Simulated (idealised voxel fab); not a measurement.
Module name: voxel capacitor over wiring (process module)
Square cells of 5 nm make up the cross-section cut, whose width is 230 nm.
Cross-section = grid of square cells, listed top down in bands; band = one or more rows. Look at the band entry: it leads with the top's height and the bottom's height in nm. Then it lists the materials left to right, with a width in nm for each. The word "edge to edge" on a single material says that material fills the band edge to edge. The word "empty" is empty space. Measure heights from 0. That's the level where, below it, the as-received wafer is all one material. The lowest band is bottomless and extends downward; write it as in "0 and below". Read "30 to 40" as a graded width: first number on top, second number at the bottom, same change between each pair of neighbouring rows. It should be understood that the words "no alterations made", when stated for a given step, signify that the cross-section underwent no change in any of its cells during that step. "Enclosed cavities" enumerates empty spaces isolated from the top, with no open way to it, that contain at least 8 cells, giving each as width x height at distance from the left edge, all three in nm. Text after the settings on a step's line: the simulator's own remark on that step. overlay nm: where the mask lay relative to plan, measured to the right, on steps with a mask; negatives go left. Pairs ahead. Before: cross-section ahead of one process step. After: cross-section once the step is done, shown to the lowest changed band only. Under each pair: that step, with settings. Caution: pairs may come from different runs of this module on the same starting wafer; a pair follows the pair above only where its "Status quo ante" entry says so.
Status quo ante:
* 95 down to 80  70 of empty; 60 of aC; 100 of empty
* 80 down to 70  70 of empty; 60 of TiN; 10 of aC; 90 of empty
* 70 down to 65  70 of empty; 60 of SiN; 10 of aC; 90 of empty
* 65 down to 60  70 of empty; 70 of TiN; 90 of empty
* 60 down to 40  70 of SiO2; 5 of TiN; 5 of Cu; 5 of TiN; 145 of SiO2
* 40 down to 35  70 of SiCN; 15 of TiN; 145 of SiCN
* 35 down to 20  60 of SiO2; 25 of Ru; 55 of SiO2; 25 of Ru; 65 of SiO2
* 20 down to 15  60 of SiO2; 25 of TiN; 55 of SiO2; 25 of TiN; 65 of SiO2
* 15 down to 0  SiO2 edge to edge
* 0 and below  Si edge to edge
* Enclosed cavities: none
Cross-Section After Step:
* 80 down to 70  70 of empty; 60 of TiN; 100 of empty
* 70 down to 65  70 of empty; 60 of SiN; 100 of empty
* Rest of section, below 65: as before.
* Enclosed cavities: none
Step linking the sections shown: STRIP | etch materials aC
Status quo ante: we pick up right where the pair above leaves off, with its after cross-section.
Cross-Section After Step:
* 95 down to 80  SiO2 edge to edge
* 80 down to 70  70 of SiO2; 60 of TiN; 100 of SiO2
* 70 down to 65  70 of SiO2; 60 of SiN; 100 of SiO2
* 65 down to 60  70 of SiO2; 70 of TiN; 90 of SiO2
* Rest of section, below 60: as before.
* Enclosed cavities: none
Step linking the sections shown: FILL_DEP | material SiO2 | thk nm 15
Status quo ante: we pick up right where the pair above leaves off, with its after cross-section.
Cross-Section After Step:
* 90 down to 80  SiO2 edge to edge
* Rest of section, below 80: as before.
* Enclosed cavities: none
Step linking the sections shown: CMP | height nm 90
Status quo ante: we pick up right where the pair above leaves off, with its after cross-section.
Cross-Section After Step:
* 100 down to 90  aC edge to edge
* Rest of section, below 90: as before.
* Enclosed cavities: none
Step linking the sections shown: DIRECTIONAL_DEP | material aC | thk nm 10
Status quo ante: we pick up right where the pair above leaves off, with its after cross-section.
Cross-Section After Step:
* 130 down to 100  80 of resist; 15 of empty; 135 of resist
* Rest of section, below 100: as before.
* Enclosed cavities: none
Step linking the sections shown: PATTERN | tone open | mask id PLUG_2 | material resist | width nm 15 | thk nm 30 | overlay nm 0
Status quo ante: we pick up right where the pair above leaves off, with its after cross-section.
Cross-Section After Step:
* 120 down to 100  80 of resist; 15 of empty; 135 of resist
* 100 down to 90  80 of aC; 15 of empty; 135 of aC
* Rest of section, below 90: as before.
* Enclosed cavities: none
Step linking the sections shown: DIRECTIONAL_ETCH | etch materials aC | depth nm 10
Status quo ante: we pick up right where the pair above leaves off, with its after cross-section.
Cross-Section After Step:
* 100 down to 90  80 of aC; 15 of empty; 135 of aC
* Rest of section, below 90: as before.
* Enclosed cavities: none
Step linking the sections shown: STRIP | etch materials resist
Status quo ante: we pick up right where the pair above leaves off, with its after cross-section.
Cross-Section After Step:
* 100 down to 90  80 of aC; 15 of empty; 135 of aC
* 90 down to 80  80 of SiO2; 15 of empty; 135 of SiO2
* Rest of section, below 80: as before.
* Enclosed cavities: none
Step linking the sections shown: DIRECTIONAL_ETCH | etch materials SiO2 | depth nm 10
Status quo ante: we pick up right where the pair above leaves off, with its after cross-section.
Cross-Section After Step:
* 90 down to 80  80 of SiO2; 15 of empty; 135 of SiO2
* Rest of section, below 80: as before.
* Enclosed cavities: none
Step linking the sections shown: STRIP | etch materials aC
Status quo ante: we pick up right where the pair above leaves off, with its after cross-section.
Cross-Section After Step:
* 95 down to 90  85 of TiN; 5 of empty; 140 of TiN
* 90 down to 85  80 of SiO2; 5 of TiN; 5 of empty; 5 of TiN; 135 of SiO2
* 85 down to 80  80 of SiO2; 15 of TiN; 135 of SiO2
* Rest of section, below 80: as before.
* Enclosed cavities: none
Step linking the sections shown: CONFORMAL_DEP | material TiN | thk nm 5
Status quo ante: we pick up right where the pair above leaves off, with its after cross-section.
Cross-Section After Step:
* 100 down to 95  Ru edge to edge
* 95 down to 90  85 of TiN; 5 of Ru; 140 of TiN
* 90 down to 85  80 of SiO2; 5 of TiN; 5 of Ru; 5 of TiN; 135 of SiO2
* Rest of section, below 85: as before.
* Enclosed cavities: none
Step linking the sections shown: FILL_DEP | material Ru | thk nm 5
Status quo ante: we pick up right where the pair above leaves off, with its after cross-section.
Cross-Section After Step:
* 90 down to 85  80 of SiO2; 5 of TiN; 5 of Ru; 5 of TiN; 135 of SiO2
* Rest of section, below 85: as before.
* Enclosed cavities: none
Step linking the sections shown: CMP | height nm 90
Status quo ante: we pick up right where the pair above leaves off, with its after cross-section.
Cross-Section After Step:
* 95 down to 90  SiCN edge to edge
* Rest of section, below 90: as before.
* Enclosed cavities: none
Step linking the sections shown: CONFORMAL_DEP | material SiCN | thk nm 5
Status quo ante:
* 20 down to 15  TiN edge to edge
* 15 down to 0  SiO2 edge to edge
* 0 and below  Si edge to edge
* Enclosed cavities: none
Cross-Section After Step:
* 35 down to 20  SiO2 edge to edge
* Rest of section, below 20: as before.
* Enclosed cavities: none
Step linking the sections shown: DIRECTIONAL_DEP | material SiO2 | thk nm 15
Status quo ante: we pick up right where the pair above leaves off, with its after cross-section.
Cross-Section After Step:
* 40 down to 20  SiO2 edge to edge
* Rest of section, below 20: as before.
* Enclosed cavities: none
Step linking the sections shown: FILL_DEP | material SiO2 | thk nm 5
Status quo ante: we pick up right where the pair above leaves off, with its after cross-section.
Cross-Section After Step:
* 35 down to 20  SiO2 edge to edge
* Rest of section, below 20: as before.
* Enclosed cavities: none
Step linking the sections shown: CMP | height nm 35
Status quo ante: we pick up right where the pair above leaves off, with its after cross-section.
Cross-Section After Step:
* 40 down to 35  SiCN edge to edge
* Rest of section, below 35: as before.
* Enclosed cavities: none
Step linking the sections shown: CONFORMAL_DEP | material SiCN | thk nm 5
Status quo ante: we pick up right where the pair above leaves off, with its after cross-section.
Cross-Section After Step:
* 60 down to 40  SiO2 edge to edge
* Rest of section, below 40: as before.
* Enclosed cavities: none
Step linking the sections shown: DIRECTIONAL_DEP | material SiO2 | thk nm 20
Status quo ante: we pick up right where the pair above leaves off, with its after cross-section.
Cross-Section After Step:
* 80 down to 60  70 of resist; 15 of empty; 145 of resist
* Rest of section, below 60: as before.
* Enclosed cavities: none
Step linking the sections shown: PATTERN | tone open | mask id PLUG_1 | material resist | width nm 15 | thk nm 20 | overlay nm 0
Status quo ante: we pick up right where the pair above leaves off, with its after cross-section.
Cross-Section After Step:
* 80 down to 60  70 of resist; 15 of empty; 145 of resist
* 60 down to 40  70 of SiO2; 15 of empty; 145 of SiO2
* Rest of section, below 40: as before.
* Enclosed cavities: none
Step linking the sections shown: DIRECTIONAL_ETCH | etch materials SiO2 | depth nm 20
Status quo ante: we pick up right where the pair above leaves off, with its after cross-section.
Cross-Section After Step:
* 80 down to 60  70 of resist; 15 of empty; 145 of resist
* 60 down to 40  70 of SiO2; 15 of empty; 145 of SiO2
* 40 down to 35  70 of SiCN; 15 of empty; 145 of SiCN
* Rest of section, below 35: as before.
* Enclosed cavities: none
Step linking the sections shown: DIRECTIONAL_ETCH | etch materials SiCN | depth nm 5
Status quo ante: we pick up right where the pair above leaves off, with its after cross-section.
Cross-Section After Step:
* 60 down to 40  70 of SiO2; 15 of empty; 145 of SiO2
* Rest of section, below 40: as before.
* Enclosed cavities: none
Step linking the sections shown: STRIP | etch materials resist
Status quo ante: we pick up right where the pair above leaves off, with its after cross-section.
Cross-Section After Step:
* 65 down to 60  75 of TiN; 5 of empty; 150 of TiN
* 60 down to 40  70 of SiO2; 5 of TiN; 5 of empty; 5 of TiN; 145 of SiO2
* 40 down to 35  70 of SiCN; 15 of TiN; 145 of SiCN
* Rest of section, below 35: as before.
* Enclosed cavities: none
Step linking the sections shown: CONFORMAL_DEP | material TiN | thk nm 5
Status quo ante: we pick up right where the pair above leaves off, with its after cross-section.
Cross-Section After Step:
* 70 down to 65  Cu edge to edge
* 65 down to 60  75 of TiN; 5 of Cu; 150 of TiN
* 60 down to 40  70 of SiO2; 5 of TiN; 5 of Cu; 5 of TiN; 145 of SiO2
* Rest of section, below 40: as before.
* Enclosed cavities: none
Step linking the sections shown: FILL_DEP | material Cu | thk nm 5
Status quo ante: we pick up right where the pair above leaves off, with its after cross-section.
Cross-Section After Step:
* 60 down to 40  70 of SiO2; 5 of TiN; 5 of Cu; 5 of TiN; 145 of SiO2
* Rest of section, below 40: as before.
* Enclosed cavities: none
Step linking the sections shown: CMP | height nm 60
Status quo ante: we pick up right where the pair above leaves off, with its after cross-section.
Cross-Section After Step:
* 65 down to 60  TiN edge to edge
* Rest of section, below 60: as before.
* Enclosed cavities: none
Step linking the sections shown: DIRECTIONAL_DEP | material TiN | thk nm 5
Status quo ante: we pick up right where the pair above leaves off, with its after cross-section.
Cross-Section After Step:
* 70 down to 65  SiN edge to edge
* Rest of section, below 65: as before.
* Enclosed cavities: none
Step linking the sections shown: DIRECTIONAL_DEP | material SiN | thk nm 5
Status quo ante: we pick up right where the pair above leaves off, with its after cross-section.
Cross-Section After Step:
* 80 down to 70  TiN edge to edge
* Rest of section, below 70: as before.
* Enclosed cavities: none
Step linking the sections shown: DIRECTIONAL_DEP | material TiN | thk nm 10
Status quo ante: we pick up right where the pair above leaves off, with its after cross-section.
Cross-Section After Step:
* 100 down to 80  70 of empty; 60 of resist; 100 of empty
* Rest of section, below 80: as before.
* Enclosed cavities: none
Step linking the sections shown: PATTERN | tone cover | mask id UPPER_PLATE | material resist | width nm 60 | thk nm 20 | overlay nm 0
Status quo ante: we pick up right where the pair above leaves off, with its after cross-section.
Cross-Section After Step:
* 100 down to 80  70 of empty; 60 of resist; 100 of empty
* 80 down to 70  70 of empty; 60 of TiN; 100 of empty
* Rest of section, below 70: as before.
* Enclosed cavities: none
Step linking the sections shown: DIRECTIONAL_ETCH | etch materials TiN | depth nm 10
Status quo ante: we pick up right where the pair above leaves off, with its after cross-section.
Cross-Section After Step:
* 100 down to 80  70 of empty; 60 of resist; 100 of empty
* 80 down to 70  70 of empty; 60 of TiN; 100 of empty
* 70 down to 65  70 of empty; 60 of SiN; 100 of empty
* Rest of section, below 65: as before.
* Enclosed cavities: none
Step linking the sections shown: DIRECTIONAL_ETCH | etch materials SiN | depth nm 5
Status quo ante: we pick up right where the pair above leaves off, with its after cross-section.
Cross-Section After Step:
* 80 down to 70  70 of empty; 60 of TiN; 100 of empty
* Rest of section, below 70: as before.
* Enclosed cavities: none
Step linking the sections shown: STRIP | etch materials resist
Status quo ante: we pick up right where the pair above leaves off, with its after cross-section.
Cross-Section After Step:
* 95 down to 80  70 of empty; 60 of aC; 100 of empty
* 80 down to 70  70 of aC; 60 of TiN; 100 of aC
* 70 down to 65  70 of aC; 60 of SiN; 100 of aC
* Rest of section, below 65: as before.
* Enclosed cavities: none
Step linking the sections shown: DIRECTIONAL_DEP | material aC | thk nm 15
Status quo ante: we pick up right where the pair above leaves off, with its after cross-section.
Cross-Section After Step:
* 125 down to 95  65 of empty; 70 of resist; 95 of empty
* 95 down to 80  65 of empty; 5 of resist; 60 of aC; 5 of resist; 95 of empty
* Rest of section, below 80: as before.
* Enclosed cavities: none
Step linking the sections shown: PATTERN | tone cover | mask id LOWER_PLATE | material resist | width nm 70 | thk nm 30 | overlay nm 0
Status quo ante: we pick up right where the pair above leaves off, with its after cross-section.
Cross-Section After Step:
* 110 down to 95  65 of empty; 70 of resist; 95 of empty
* 95 down to 80  65 of empty; 5 of resist; 60 of aC; 5 of resist; 95 of empty
* 80 down to 70  65 of empty; 5 of aC; 60 of TiN; 5 of aC; 95 of empty
* 70 down to 65  65 of empty; 5 of aC; 60 of SiN; 5 of aC; 95 of empty
* Rest of section, below 65: as before.
* Enclosed cavities: none
Step linking the sections shown: DIRECTIONAL_ETCH | etch materials aC | depth nm 15
Status quo ante: we pick up right where the pair above leaves off, with its after cross-section.
Cross-Section After Step:
* 95 down to 80  70 of empty; 60 of aC; 100 of empty
* Rest of section, below 80: as before.
* Enclosed cavities: none
Step linking the sections shown: STRIP | etch materials resist
Status quo ante: we pick up right where the pair above leaves off, with its after cross-section.
Cross-Section After Step:
* 95 down to 80  70 of empty; 60 of aC; 100 of empty
* 80 down to 70  65 of empty; 5 of aC; 60 of TiN; 5 of aC; 95 of empty
* 70 down to 65  65 of empty; 5 of aC; 60 of SiN; 5 of aC; 95 of empty
* 65 down to 60  65 of empty; 70 of TiN; 95 of empty
* Rest of section, below 60: as before.
* Enclosed cavities: none
Step linking the sections shown: DIRECTIONAL_ETCH | etch materials TiN | depth nm 5
Status quo ante: we pick up right where the pair above leaves off, with its after cross-section.
Cross-Section After Step:
* 80 down to 70  70 of empty; 60 of TiN; 100 of empty
* 70 down to 65  70 of empty; 60 of SiN; 100 of empty
* Rest of section, below 65: as before.
* Enclosed cavities: none
Step linking the sections shown: STRIP | etch materials aC
Status quo ante: we pick up right where the pair above leaves off, with its after cross-section.
Cross-Section After Step:
* 95 down to 80  SiO2 edge to edge
* 80 down to 70  70 of SiO2; 60 of TiN; 100 of SiO2
* 70 down to 65  70 of SiO2; 60 of SiN; 100 of SiO2
* 65 down to 60  65 of SiO2; 70 of TiN; 95 of SiO2
* Rest of section, below 60: as before.
* Enclosed cavities: none
Step linking the sections shown: FILL_DEP | material SiO2 | thk nm 15
Status quo ante: we pick up right where the pair above leaves off, with its after cross-section.
Cross-Section After Step:
* 90 down to 80  SiO2 edge to edge
* Rest of section, below 80: as before.
* Enclosed cavities: none
Step linking the sections shown: CMP | height nm 90
Status quo ante: we pick up right where the pair above leaves off, with its after cross-section.
Cross-Section After Step:
* 100 down to 90  aC edge to edge
* Rest of section, below 90: as before.
* Enclosed cavities: none
Step linking the sections shown: DIRECTIONAL_DEP | material aC | thk nm 10
Status quo ante: we pick up right where the pair above leaves off, with its after cross-section.
Cross-Section After Step:
* 130 down to 100  80 of resist; 15 of empty; 135 of resist
* Rest of section, below 100: as before.
* Enclosed cavities: none
Step linking the sections shown: PATTERN | tone open | mask id PLUG_2 | material resist | width nm 15 | thk nm 30 | overlay nm 0
Status quo ante: we pick up right where the pair above leaves off, with its after cross-section.
Cross-Section After Step:
* 120 down to 100  80 of resist; 15 of empty; 135 of resist
* 100 down to 90  80 of aC; 15 of empty; 135 of aC
* Rest of section, below 90: as before.
* Enclosed cavities: none
Step linking the sections shown: DIRECTIONAL_ETCH | etch materials aC | depth nm 10
Status quo ante: we pick up right where the pair above leaves off, with its after cross-section.
Cross-Section After Step:
* 100 down to 90  80 of aC; 15 of empty; 135 of aC
* Rest of section, below 90: as before.
* Enclosed cavities: none
Step linking the sections shown: STRIP | etch materials resist
Status quo ante: we pick up right where the pair above leaves off, with its after cross-section.
Cross-Section After Step:
* 100 down to 90  80 of aC; 15 of empty; 135 of aC
* 90 down to 80  80 of SiO2; 15 of empty; 135 of SiO2
* Rest of section, below 80: as before.
* Enclosed cavities: none
Step linking the sections shown: DIRECTIONAL_ETCH | etch materials SiO2 | depth nm 10
Status quo ante: we pick up right where the pair above leaves off, with its after cross-section.
Cross-Section After Step:
* 90 down to 80  80 of SiO2; 15 of empty; 135 of SiO2
* Rest of section, below 80: as before.
* Enclosed cavities: none
Step linking the sections shown: STRIP | etch materials aC
Status quo ante: we pick up right where the pair above leaves off, with its after cross-section.
Cross-Section After Step:
* 95 down to 90  85 of TiN; 5 of empty; 140 of TiN
* 90 down to 85  80 of SiO2; 5 of TiN; 5 of empty; 5 of TiN; 135 of SiO2
* 85 down to 80  80 of SiO2; 15 of TiN; 135 of SiO2
* Rest of section, below 80: as before.
* Enclosed cavities: none
Step linking the sections shown: CONFORMAL_DEP | material TiN | thk nm 5
Status quo ante: we pick up right where the pair above leaves off, with its after cross-section.
Cross-Section After Step:
* 100 down to 95  Ru edge to edge
* 95 down to 90  85 of TiN; 5 of Ru; 140 of TiN
* 90 down to 85  80 of SiO2; 5 of TiN; 5 of Ru; 5 of TiN; 135 of SiO2
* Rest of section, below 85: as before.
* Enclosed cavities: none
Step linking the sections shown: FILL_DEP | material Ru | thk nm 5
Status quo ante: we pick up right where the pair above leaves off, with its after cross-section.
Cross-Section After Step:
* 90 down to 85  80 of SiO2; 5 of TiN; 5 of Ru; 5 of TiN; 135 of SiO2
* Rest of section, below 85: as before.
* Enclosed cavities: none
Step linking the sections shown: CMP | height nm 90
Status quo ante: we pick up right where the pair above leaves off, with its after cross-section.
Cross-Section After Step:
* 95 down to 90  SiCN edge to edge
* Rest of section, below 90: as before.
* Enclosed cavities: none
Step linking the sections shown: CONFORMAL_DEP | material SiCN | thk nm 5
Status quo ante:
* 80 down to 70  TiN edge to edge
* 70 down to 65  SiN edge to edge
* 65 down to 60  TiN edge to edge
* 60 down to 40  70 of SiO2; 5 of TiN; 5 of Cu; 5 of TiN; 145 of SiO2
* 40 down to 35  70 of SiCN; 15 of TiN; 145 of SiCN
* 35 down to 20  60 of SiO2; 25 of Ru; 55 of SiO2; 25 of Ru; 65 of SiO2
* 20 down to 15  60 of SiO2; 25 of TiN; 55 of SiO2; 25 of TiN; 65 of SiO2
* 15 down to 0  SiO2 edge to edge
* 0 and below  Si edge to edge
* Enclosed cavities: none
Cross-Section After Step:
* 100 down to 80  70 of resist; 60 of empty; 100 of resist
* Rest of section, below 80: as before.
* Enclosed cavities: none
Step linking the sections shown: PATTERN | tone open | mask id UPPER_PLATE | material resist | width nm 60 | thk nm 20 | overlay nm 0
Status quo ante: we pick up right where the pair above leaves off, with its after cross-section.
Cross-Section After Step:
* 100 down to 80  70 of resist; 60 of empty; 100 of resist
* 80 down to 70  70 of TiN; 60 of empty; 100 of TiN
* Rest of section, below 70: as before.
* Enclosed cavities: none
Step linking the sections shown: DIRECTIONAL_ETCH | etch materials TiN | depth nm 10
Status quo ante: we pick up right where the pair above leaves off, with its after cross-section.
Cross-Section After Step:
* 100 down to 80  70 of resist; 60 of empty; 100 of resist
* 80 down to 70  70 of TiN; 60 of empty; 100 of TiN
* 70 down to 65  70 of SiN; 60 of empty; 100 of SiN
* Rest of section, below 65: as before.
* Enclosed cavities: none
Step linking the sections shown: DIRECTIONAL_ETCH | etch materials SiN | depth nm 5
Status quo ante: we pick up right where the pair above leaves off, with its after cross-section.
Cross-Section After Step:
* 80 down to 70  70 of TiN; 60 of empty; 100 of TiN
* Rest of section, below 70: as before.
* Enclosed cavities: none
Step linking the sections shown: STRIP | etch materials resist
Status quo ante: we pick up right where the pair above leaves off, with its after cross-section.
Cross-Section After Step:
* 95 down to 80  70 of aC; 60 of empty; 100 of aC
* 80 down to 70  70 of TiN; 60 of aC; 100 of TiN
* 70 down to 65  70 of SiN; 60 of aC; 100 of SiN
* Rest of section, below 65: as before.
* Enclosed cavities: none
Step linking the sections shown: DIRECTIONAL_DEP | material aC | thk nm 15
Status quo ante: we pick up right where the pair above leaves off, with its after cross-section.
Cross-Section After Step:
* 125 down to 95  65 of empty; 70 of resist; 95 of empty
* 95 down to 80  70 of aC; 60 of resist; 100 of aC
* Rest of section, below 80: as before.
* Enclosed cavities: none
Step linking the sections shown: PATTERN | tone cover | mask id LOWER_PLATE | material resist | width nm 70 | thk nm 30 | overlay nm 0
Status quo ante: we pick up right where the pair above leaves off, with its after cross-section.
Cross-Section After Step:
* 110 down to 95  65 of empty; 70 of resist; 95 of empty
* 95 down to 80  65 of empty; 5 of aC; 60 of resist; 5 of aC; 95 of empty
* Rest of section, below 80: as before.
* Enclosed cavities: none
Step linking the sections shown: DIRECTIONAL_ETCH | etch materials aC | depth nm 15
Status quo ante: we pick up right where the pair above leaves off, with its after cross-section.
Cross-Section After Step:
* 95 down to 80  65 of empty; 5 of aC; 60 of empty; 5 of aC; 95 of empty
* Rest of section, below 80: as before.
* Enclosed cavities: none
Step linking the sections shown: STRIP | etch materials resist
Status quo ante: we pick up right where the pair above leaves off, with its after cross-section.
Cross-Section After Step:
* 95 down to 80  65 of empty; 5 of aC; 60 of empty; 5 of aC; 95 of empty
* 80 down to 75  65 of empty; 5 of TiN; 60 of aC; 5 of TiN; 95 of empty
* Rest of section, below 75: as before.
* Enclosed cavities: none
Step linking the sections shown: DIRECTIONAL_ETCH | etch materials TiN | depth nm 5
Status quo ante: we pick up right where the pair above leaves off, with its after cross-section.
Cross-Section After Step:
* 80 down to 75  65 of empty; 5 of TiN; 60 of empty; 5 of TiN; 95 of empty
* 75 down to 70  70 of TiN; 60 of empty; 100 of TiN
* 70 down to 65  70 of SiN; 60 of empty; 100 of SiN
* Rest of section, below 65: as before.
* Enclosed cavities: none
Step linking the sections shown: STRIP | etch materials aC
Status quo ante: we pick up right where the pair above leaves off, with its after cross-section.
Cross-Section After Step:
* 95 down to 80  SiO2 edge to edge
* 80 down to 75  65 of SiO2; 5 of TiN; 60 of SiO2; 5 of TiN; 95 of SiO2
* 75 down to 70  70 of TiN; 60 of SiO2; 100 of TiN
* 70 down to 65  70 of SiN; 60 of SiO2; 100 of SiN
* Rest of section, below 65: as before.
* Enclosed cavities: none
Step linking the sections shown: FILL_DEP | material SiO2 | thk nm 15
Status quo ante: we pick up right where the pair above leaves off, with its after cross-section.
Cross-Section After Step:
* 90 down to 80  SiO2 edge to edge
* Rest of section, below 80: as before.
* Enclosed cavities: none
Step linking the sections shown: CMP | height nm 90
Status quo ante: we pick up right where the pair above leaves off, with its after cross-section.
Cross-Section After Step:
* 100 down to 90  aC edge to edge
* Rest of section, below 90: as before.
* Enclosed cavities: none
Step linking the sections shown: DIRECTIONAL_DEP | material aC | thk nm 10
Status quo ante: we pick up right where the pair above leaves off, with its after cross-section.
Cross-Section After Step:
* 130 down to 100  80 of resist; 15 of empty; 135 of resist
* Rest of section, below 100: as before.
* Enclosed cavities: none
Step linking the sections shown: PATTERN | tone open | mask id PLUG_2 | material resist | width nm 15 | thk nm 30 | overlay nm 0
Status quo ante: we pick up right where the pair above leaves off, with its after cross-section.
Cross-Section After Step:
* 120 down to 100  80 of resist; 15 of empty; 135 of resist
* 100 down to 90  80 of aC; 15 of empty; 135 of aC
* Rest of section, below 90: as before.
* Enclosed cavities: none
Step linking the sections shown: DIRECTIONAL_ETCH | etch materials aC | depth nm 10
Status quo ante: we pick up right where the pair above leaves off, with its after cross-section.
Cross-Section After Step:
* 100 down to 90  80 of aC; 15 of empty; 135 of aC
* Rest of section, below 90: as before.
* Enclosed cavities: none
Step linking the sections shown: STRIP | etch materials resist
Status quo ante: we pick up right where the pair above leaves off, with its after cross-section.
Cross-Section After Step:
* 100 down to 90  80 of aC; 15 of empty; 135 of aC
* 90 down to 80  80 of SiO2; 15 of empty; 135 of SiO2
* Rest of section, below 80: as before.
* Enclosed cavities: none
Step linking the sections shown: DIRECTIONAL_ETCH | etch materials SiO2 | depth nm 10
Status quo ante: we pick up right where the pair above leaves off, with its after cross-section.
Cross-Section After Step:
* 90 down to 80  80 of SiO2; 15 of empty; 135 of SiO2
* Rest of section, below 80: as before.
* Enclosed cavities: none
Step linking the sections shown: STRIP | etch materials aC
Status quo ante: we pick up right where the pair above leaves off, with its after cross-section.
Cross-Section After Step:
* 95 down to 90  85 of TiN; 5 of empty; 140 of TiN
* 90 down to 85  80 of SiO2; 5 of TiN; 5 of empty; 5 of TiN; 135 of SiO2
* 85 down to 80  80 of SiO2; 15 of TiN; 135 of SiO2
* Rest of section, below 80: as before.
* Enclosed cavities: none
Step linking the sections shown: CONFORMAL_DEP | material TiN | thk nm 5
Status quo ante: we pick up right where the pair above leaves off, with its after cross-section.
Cross-Section After Step:
* 100 down to 95  Ru edge to edge
* 95 down to 90  85 of TiN; 5 of Ru; 140 of TiN
* 90 down to 85  80 of SiO2; 5 of TiN; 5 of Ru; 5 of TiN; 135 of SiO2
* Rest of section, below 85: as before.
* Enclosed cavities: none
Step linking the sections shown: FILL_DEP | material Ru | thk nm 5
Status quo ante: we pick up right where the pair above leaves off, with its after cross-section.
Cross-Section After Step:
* 90 down to 85  80 of SiO2; 5 of TiN; 5 of Ru; 5 of TiN; 135 of SiO2
* Rest of section, below 85: as before.
* Enclosed cavities: none
Step linking the sections shown: CMP | height nm 90
Status quo ante: we pick up right where the pair above leaves off, with its after cross-section.
Cross-Section After Step:
* 95 down to 90  SiCN edge to edge
* Rest of section, below 90: as before.
* Enclosed cavities: none
Step linking the sections shown: CONFORMAL_DEP | material SiCN | thk nm 5
